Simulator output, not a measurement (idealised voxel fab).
This section sets out a process module, namely voxel self aligned vias.
Square cell edge 5 nm, section width 260 nm, ID cut.
Cross-section layout: square cells on a grid; listed as bands, top to bottom; a band spans one or more cell rows. The band entry comprises the height of the band's top followed by the height of its bottom, expressed in nm, and subsequently the band's materials from left to right, each stated together with its width in nm. Where a single material is marked with the word "edge to edge", that material fills the band from edge to edge. The word "air" represents empty space. A quick word on heights: they are counted from 0, and under that level the wafer as it came to us is one material throughout. The lowest band is different from the rest in having no bottom; it simply continues downward, written as in "z 0 and below". Quick explanation for "30 to 40": the width changes in equal steps down the rows of cells, from the first number in the band's top row to the second number in its bottom row. The designation "no alteration", where it is given for a processing step, indicates that no cell of the cross-section was altered in the course of that step. For the entry "Enclosed void entries", the listed items are empty spaces with no open way to the top whose size is 8 cells or more; each item follows the pattern width x height at distance, where distance is from the left edge and all three are in nm. Where a step's line continues beyond its settings, the continuation is a remark by the simulator itself on that step. overlay nm: for a step with a mask, the amount by which the mask lay right of where it was planned; a negative amount means left of it. So the way this works: pairs, before and after one process step. The after picture only goes down to the lowest band that actually changed, nothing below. Step and its settings are under each pair. And watch out, pairs might come from different runs of this module, same starting wafer though, so a pair only follows on from the one above if its "Structure before processing" entry tells you so.

[Structure before processing]
- z 65 to 45  lowk edge to edge
- z 45 to 40  lowk: 95 | SiN: 20 | lowk: 30 | SiN: 20 | lowk: 95
- z 40 to 20  lowk: 95 | TiN: 5 | W: 10 | TiN: 5 | lowk: 30 | TiN: 5 | W: 10 | TiN: 5 | lowk: 95
- z 20 to 15  lowk: 95 | TiN: 20 | lowk: 30 | TiN: 20 | lowk: 95
- z 15 to 10  SiCN edge to edge
- z 10 to 0  SiO2 edge to edge
- z 0 and below  Si edge to edge
- Enclosed void entries: none

[Result of Step]
- z 65 to 45  lowk: 95 | air: 30 | lowk: 135
- Lower than 45, everything is as it was.
- Enclosed void entries: none
Going from one cross-section above to the next, the wafer undergoes MASKED_ETCH [tone open] [mask id VIAS] [width nm 30] [etch materials lowk] [depth nm 20] [overlay nm 5]

Structure before processing: refer to the pair immediately above; the cross-section shown after its step is the state before this one.

[Result of Step]
- z 65 to 45  lowk: 95 | air: 30 | lowk: 135
- z 45 to 40  lowk: 95 | air: 20 | lowk: 30 | SiN: 20 | lowk: 95
- Lower than 40, everything is as it was.
- Enclosed void entries: none
Going from one cross-section above to the next, the wafer undergoes MASKED_ETCH [tone open] [mask id VIAS] [width nm 30] [etch materials SiN] [depth nm 5] [overlay nm 0]

Structure before processing: refer to the pair immediately above; the cross-section shown after its step is the state before this one.

[Result of Step]
- z 70 to 65  TiN: 100 | air: 20 | TiN: 140
- z 65 to 50  lowk: 95 | TiN: 5 | air: 20 | TiN: 5 | lowk: 135
- z 50 to 45  lowk: 95 | TiN: 5 | air: 10 | TiN: 15 | lowk: 135
- z 45 to 40  lowk: 95 | TiN: 20 | lowk: 30 | SiN: 20 | lowk: 95
- Lower than 40, everything is as it was.
- Enclosed void entries: none
Going from one cross-section above to the next, the wafer undergoes CONFORMAL_DEP [material TiN] [thk nm 5]

Structure before processing: refer to the pair immediately above; the cross-section shown after its step is the state before this one.

[Result of Step]
- z 75 to 70  Cu edge to edge
- z 70 to 65  TiN: 100 | Cu: 20 | TiN: 140
- z 65 to 50  lowk: 95 | TiN: 5 | Cu: 20 | TiN: 5 | lowk: 135
- z 50 to 45  lowk: 95 | TiN: 5 | Cu: 10 | TiN: 15 | lowk: 135
- Lower than 45, everything is as it was.
- Enclosed void entries: none
Going from one cross-section above to the next, the wafer undergoes FILL_DEP [material Cu] [thk nm 5]

Structure before processing: refer to the pair immediately above; the cross-section shown after its step is the state before this one.

[Result of Step]
- z 65 to 50  lowk: 95 | TiN: 5 | Cu: 20 | TiN: 5 | lowk: 135
- Lower than 50, everything is as it was.
- Enclosed void entries: none
Going from one cross-section above to the next, the wafer undergoes CMP [height nm 65]

Structure before processing: refer to the pair immediately above; the cross-section shown after its step is the state before this one.

[Result of Step]
- z 70 to 65  SiCN edge to edge
- Lower than 65, everything is as it was.
- Enclosed void entries: none
Going from one cross-section above to the next, the wafer undergoes CONFORMAL_DEP [material SiCN] [thk nm 5]

[Structure before processing]
- z 0 and below  Si edge to edge
- Enclosed void entries: none

[Result of Step]
- z 10 to 0  Cu edge to edge
- Lower than 0, everything is as it was.
- Enclosed void entries: none
Going from one cross-section above to the next, the wafer undergoes CONFORMAL_DEP [material Cu] [thk nm 10]

Structure before processing: refer to the pair immediately above; the cross-section shown after its step is the state before this one.

[Result of Step]
- z 15 to 10  SiCN edge to edge
- Lower than 10, everything is as it was.
- Enclosed void entries: none
Going from one cross-section above to the next, the wafer undergoes CONFORMAL_DEP [material SiCN] [thk nm 5]

Structure before processing: refer to the pair immediately above; the cross-section shown after its step is the state before this one.

[Result of Step]
- z 45 to 15  lowk edge to edge
- Lower than 15, everything is as it was.
- Enclosed void entries: none
Going from one cross-section above to the next, the wafer undergoes DIRECTIONAL_DEP [material lowk] [thk nm 30]

Structure before processing: refer to the pair immediately above; the cross-section shown after its step is the state before this one.

[Result of Step]
- z 65 to 45  resist: 95 | air: 20 | resist: 30 | air: 20 | resist: 95
- Lower than 45, everything is as it was.
- Enclosed void entries: none
Going from one cross-section above to the next, the wafer undergoes PATTERN [tone open] [mask id LINES] [material resist] [width nm 20] [pitch nm 50] [thk nm 20] [overlay nm 0]

Structure before processing: refer to the pair immediately above; the cross-section shown after its step is the state before this one.

[Result of Step]
- z 65 to 45  resist: 95 | air: 20 | resist: 30 | air: 20 | resist: 95
- z 45 to 15  lowk: 95 | air: 20 | lowk: 30 | air: 20 | lowk: 95
- Lower than 15, everything is as it was.
- Enclosed void entries: none
Going from one cross-section above to the next, the wafer undergoes DIRECTIONAL_ETCH [etch materials lowk] [depth nm 30]

Structure before processing: refer to the pair immediately above; the cross-section shown after its step is the state before this one.

[Result of Step]
- z 45 to 15  lowk: 95 | air: 20 | lowk: 30 | air: 20 | lowk: 95
- Lower than 15, everything is as it was.
- Enclosed void entries: none
Going from one cross-section above to the next, the wafer undergoes STRIP [etch materials resist]

Structure before processing: refer to the pair immediately above; the cross-section shown after its step is the state before this one.

[Result of Step]
- z 50 to 45  TiN: 100 | air: 10 | TiN: 40 | air: 10 | TiN: 100
- z 45 to 20  lowk: 95 | TiN: 5 | air: 10 | TiN: 5 | lowk: 30 | TiN: 5 | air: 10 | TiN: 5 | lowk: 95
- z 20 to 15  lowk: 95 | TiN: 20 | lowk: 30 | TiN: 20 | lowk: 95
- Lower than 15, everything is as it was.
- Enclosed void entries: none
Going from one cross-section above to the next, the wafer undergoes CONFORMAL_DEP [material TiN] [thk nm 5]

Structure before processing: refer to the pair immediately above; the cross-section shown after its step is the state before this one.

[Result of Step]
- z 60 to 50  W edge to edge
- z 50 to 45  TiN: 100 | W: 10 | TiN: 40 | W: 10 | TiN: 100
- z 45 to 20  lowk: 95 | TiN: 5 | W: 10 | TiN: 5 | lowk: 30 | TiN: 5 | W: 10 | TiN: 5 | lowk: 95
- Lower than 20, everything is as it was.
- Enclosed void entries: none
Going from one cross-section above to the next, the wafer undergoes FILL_DEP [material W] [thk nm 10]

Structure before processing: refer to the pair immediately above; the cross-section shown after its step is the state before this one.

[Result of Step]
- z 45 to 20  lowk: 95 | TiN: 5 | W: 10 | TiN: 5 | lowk: 30 | TiN: 5 | W: 10 | TiN: 5 | lowk: 95
- Lower than 20, everything is as it was.
- Enclosed void entries: none
Going from one cross-section above to the next, the wafer undergoes CMP [height nm 45]

Structure before processing: refer to the pair immediately above; the cross-section shown after its step is the state before this one.

[Result of Step]
- z 45 to 40  lowk: 95 | air: 20 | lowk: 30 | air: 20 | lowk: 95
- Lower than 40, everything is as it was.
- Enclosed void entries: none
Going from one cross-section above to the next, the wafer undergoes SELECTIVE_ETCH [etch materials W Ru TiN] [depth nm 5]

Structure before processing: refer to the pair immediately above; the cross-section shown after its step is the state before this one.

[Result of Step]
- z 55 to 45  SiN edge to edge
- z 45 to 40  lowk: 95 | SiN: 20 | lowk: 30 | SiN: 20 | lowk: 95
- Lower than 40, everything is as it was.
- Enclosed void entries: none
Going from one cross-section above to the next, the wafer undergoes FILL_DEP [material SiN] [thk nm 10]

Structure before processing: refer to the pair immediately above; the cross-section shown after its step is the state before this one.

[Result of Step]
- z 45 to 40  lowk: 95 | SiN: 20 | lowk: 30 | SiN: 20 | lowk: 95
- Lower than 40, everything is as it was.
- Enclosed void entries: none
Going from one cross-section above to the next, the wafer undergoes CMP [height nm 45]

Structure before processing: refer to the pair immediately above; the cross-section shown after its step is the state before this one.

[Result of Step]
- z 65 to 45  lowk edge to edge
- Lower than 45, everything is as it was.
- Enclosed void entries: none
Going from one cross-section above to the next, the wafer undergoes DIRECTIONAL_DEP [material lowk] [thk nm 20]

Structure before processing: refer to the pair immediately above; the cross-section shown after its step is the state before this one.

[Result of Step]
- z 65 to 45  lowk: 90 | air: 30 | lowk: 140
- Lower than 45, everything is as it was.
- Enclosed void entries: none
Going from one cross-section above to the next, the wafer undergoes MASKED_ETCH [tone open] [mask id VIAS] [width nm 30] [etch materials lowk] [depth nm 20] [overlay nm 0]

Structure before processing: refer to the pair immediately above; the cross-section shown after its step is the state before this one.

[Result of Step]
- z 65 to 45  lowk: 90 | air: 30 | lowk: 140
- z 45 to 40  lowk: 95 | air: 20 | lowk: 30 | SiN: 20 | lowk: 95
- Lower than 40, everything is as it was.
- Enclosed void entries: none
Going from one cross-section above to the next, the wafer undergoes MASKED_ETCH [tone open] [mask id VIAS] [width nm 30] [etch materials SiN] [depth nm 5] [overlay nm 0]

Structure before processing: refer to the pair immediately above; the cross-section shown after its step is the state before this one.

[Result of Step]
- z 70 to 65  TiN: 95 | air: 20 | TiN: 145
- z 65 to 50  lowk: 90 | TiN: 5 | air: 20 | TiN: 5 | lowk: 140
- z 50 to 45  lowk: 90 | TiN: 10 | air: 10 | TiN: 10 | lowk: 140
- z 45 to 40  lowk: 95 | TiN: 20 | lowk: 30 | SiN: 20 | lowk: 95
- Lower than 40, everything is as it was.
- Enclosed void entries: none
Going from one cross-section above to the next, the wafer undergoes CONFORMAL_DEP [material TiN] [thk nm 5]

Structure before processing: refer to the pair immediately above; the cross-section shown after its step is the state before this one.

[Result of Step]
- z 75 to 70  Cu edge to edge
- z 70 to 65  TiN: 95 | Cu: 20 | TiN: 145
- z 65 to 50  lowk: 90 | TiN: 5 | Cu: 20 | TiN: 5 | lowk: 140
- z 50 to 45  lowk: 90 | TiN: 10 | Cu: 10 | TiN: 10 | lowk: 140
- Lower than 45, everything is as it was.
- Enclosed void entries: none
Going from one cross-section above to the next, the wafer undergoes FILL_DEP [material Cu] [thk nm 5]

Structure before processing: refer to the pair immediately above; the cross-section shown after its step is the state before this one.

[Result of Step]
- z 65 to 50  lowk: 90 | TiN: 5 | Cu: 20 | TiN: 5 | lowk: 140
- Lower than 50, everything is as it was.
- Enclosed void entries: none
Going from one cross-section above to the next, the wafer undergoes CMP [height nm 65]

Structure before processing: refer to the pair immediately above; the cross-section shown after its step is the state before this one.

[Result of Step]
- z 70 to 65  SiCN edge to edge
- Lower than 65, everything is as it was.
- Enclosed void entries: none
Going from one cross-section above to the next, the wafer undergoes CONFORMAL_DEP [material SiCN] [thk nm 5]

[Structure before processing]
- z 45 to 15  lowk edge to edge
- z 15 to 10  SiCN edge to edge
- z 10 to 0  SiO2 edge to edge
- z 0 and below  Si edge to edge
- Enclosed void entries: none

[Result of Step]
- z 65 to 45  air: 95 | resist: 20 | air: 30 | resist: 20 | air: 95
- Lower than 45, everything is as it was.
- Enclosed void entries: none
Going from one cross-section above to the next, the wafer undergoes PATTERN [tone cover] [mask id LINES] [material resist] [width nm 20] [pitch nm 50] [thk nm 20] [overlay nm 0]

Structure before processing: refer to the pair immediately above; the cross-section shown after its step is the state before this one.

[Result of Step]
- z 65 to 45  air: 95 | resist: 20 | air: 30 | resist: 20 | air: 95
- z 45 to 15  air: 95 | lowk: 20 | air: 30 | lowk: 20 | air: 95
- Lower than 15, everything is as it was.
- Enclosed void entries: none
Going from one cross-section above to the next, the wafer undergoes DIRECTIONAL_ETCH [etch materials lowk] [depth nm 30]

Structure before processing: refer to the pair immediately above; the cross-section shown after its step is the state before this one.

[Result of Step]
- z 45 to 15  air: 95 | lowk: 20 | air: 30 | lowk: 20 | air: 95
- Lower than 15, everything is as it was.
- Enclosed void entries: none
Going from one cross-section above to the next, the wafer undergoes STRIP [etch materials resist]

Structure before processing: refer to the pair immediately above; the cross-section shown after its step is the state before this one.

[Result of Step]
- z 50 to 45  air: 90 | TiN: 30 | air: 20 | TiN: 30 | air: 90
- z 45 to 20  air: 90 | TiN: 5 | lowk: 20 | TiN: 5 | air: 20 | TiN: 5 | lowk: 20 | TiN: 5 | air: 90
- z 20 to 15  TiN: 95 | lowk: 20 | TiN: 30 | lowk: 20 | TiN: 95
- Lower than 15, everything is as it was.
- Enclosed void entries: none
Going from one cross-section above to the next, the wafer undergoes CONFORMAL_DEP [material TiN] [thk nm 5]

Structure before processing: refer to the pair immediately above; the cross-section shown after its step is the state before this one.

[Result of Step]
- z 60 to 50  W edge to edge
- z 50 to 45  W: 90 | TiN: 30 | W: 20 | TiN: 30 | W: 90
- z 45 to 20  W: 90 | TiN: 5 | lowk: 20 | TiN: 5 | W: 20 | TiN: 5 | lowk: 20 | TiN: 5 | W: 90
- Lower than 20, everything is as it was.
- Enclosed void entries: none
Going from one cross-section above to the next, the wafer undergoes FILL_DEP [material W] [thk nm 10]

Structure before processing: refer to the pair immediately above; the cross-section shown after its step is the state before this one.

[Result of Step]
- z 45 to 20  W: 90 | TiN: 5 | lowk: 20 | TiN: 5 | W: 20 | TiN: 5 | lowk: 20 | TiN: 5 | W: 90
- Lower than 20, everything is as it was.
- Enclosed void entries: none
Going from one cross-section above to the next, the wafer undergoes CMP [height nm 45]

Structure before processing: refer to the pair immediately above; the cross-section shown after its step is the state before this one.

[Result of Step]
- z 45 to 40  air: 95 | lowk: 20 | air: 30 | lowk: 20 | air: 95
- Lower than 40, everything is as it was.
- Enclosed void entries: none
Going from one cross-section above to the next, the wafer undergoes SELECTIVE_ETCH [etch materials W Ru TiN] [depth nm 5]

Structure before processing: refer to the pair immediately above; the cross-section shown after its step is the state before this one.

[Result of Step]
- z 55 to 45  SiN edge to edge
- z 45 to 40  SiN: 95 | lowk: 20 | SiN: 30 | lowk: 20 | SiN: 95
- Lower than 40, everything is as it was.
- Enclosed void entries: none
Going from one cross-section above to the next, the wafer undergoes FILL_DEP [material SiN] [thk nm 10]

Structure before processing: refer to the pair immediately above; the cross-section shown after its step is the state before this one.

[Result of Step]
- z 45 to 40  SiN: 95 | lowk: 20 | SiN: 30 | lowk: 20 | SiN: 95
- Lower than 40, everything is as it was.
- Enclosed void entries: none
Going from one cross-section above to the next, the wafer undergoes CMP [height nm 45]

Structure before processing: refer to the pair immediately above; the cross-section shown after its step is the state before this one.

[Result of Step]
- z 65 to 45  lowk edge to edge
- Lower than 45, everything is as it was.
- Enclosed void entries: none
Going from one cross-section above to the next, the wafer undergoes DIRECTIONAL_DEP [material lowk] [thk nm 20]

Structure before processing: refer to the pair immediately above; the cross-section shown after its step is the state before this one.

[Result of Step]
- z 65 to 45  lowk: 90 | air: 30 | lowk: 140
- Lower than 45, everything is as it was.
- Enclosed void entries: none
Going from one cross-section above to the next, the wafer undergoes MASKED_ETCH [tone open] [mask id VIAS] [width nm 30] [etch materials lowk] [depth nm 20] [overlay nm 0]

Structure before processing: refer to the pair immediately above; the cross-section shown after its step is the state before this one.

[Result of Step]
- z 65 to 45  lowk: 90 | air: 30 | lowk: 140
- z 45 to 40  SiN: 90 | air: 5 | lowk: 20 | air: 5 | SiN: 25 | lowk: 20 | SiN: 95
- Lower than 40, everything is as it was.
- Enclosed void entries: none
Going from one cross-section above to the next, the wafer undergoes MASKED_ETCH [tone open] [mask id VIAS] [width nm 30] [etch materials SiN] [depth nm 5] [overlay nm 0]

Structure before processing: refer to the pair immediately above; the cross-section shown after its step is the state before this one.

[Result of Step]
- z 70 to 65  TiN: 95 | air: 20 | TiN: 145
- z 65 to 50  lowk: 90 | TiN: 5 | air: 20 | TiN: 5 | lowk: 140
- z 50 to 45  lowk: 90 | TiN: 30 | lowk: 140
- z 45 to 40  SiN: 90 | TiN: 5 | lowk: 20 | TiN: 5 | SiN: 25 | lowk: 20 | SiN: 95
- Lower than 40, everything is as it was.
- Enclosed void entries: none
Going from one cross-section above to the next, the wafer undergoes CONFORMAL_DEP [material TiN] [thk nm 5]

Structure before processing: refer to the pair immediately above; the cross-section shown after its step is the state before this one.

[Result of Step]
- z 75 to 70  Cu edge to edge
- z 70 to 65  TiN: 95 | Cu: 20 | TiN: 145
- z 65 to 50  lowk: 90 | TiN: 5 | Cu: 20 | TiN: 5 | lowk: 140
- Lower than 50, everything is as it was.
- Enclosed void entries: none
Going from one cross-section above to the next, the wafer undergoes FILL_DEP [material Cu] [thk nm 5]

Structure before processing: refer to the pair immediately above; the cross-section shown after its step is the state before this one.

[Result of Step]
- z 65 to 50  lowk: 90 | TiN: 5 | Cu: 20 | TiN: 5 | lowk: 140
- Lower than 50, everything is as it was.
- Enclosed void entries: none
Going from one cross-section above to the next, the wafer undergoes CMP [height nm 65]

Structure before processing: refer to the pair immediately above; the cross-section shown after its step is the state before this one.

[Result of Step]
- z 70 to 65  SiCN edge to edge
- Lower than 65, everything is as it was.
- Enclosed void entries: none
Going from one cross-section above to the next, the wafer undergoes CONFORMAL_DEP [material SiCN] [thk nm 5]
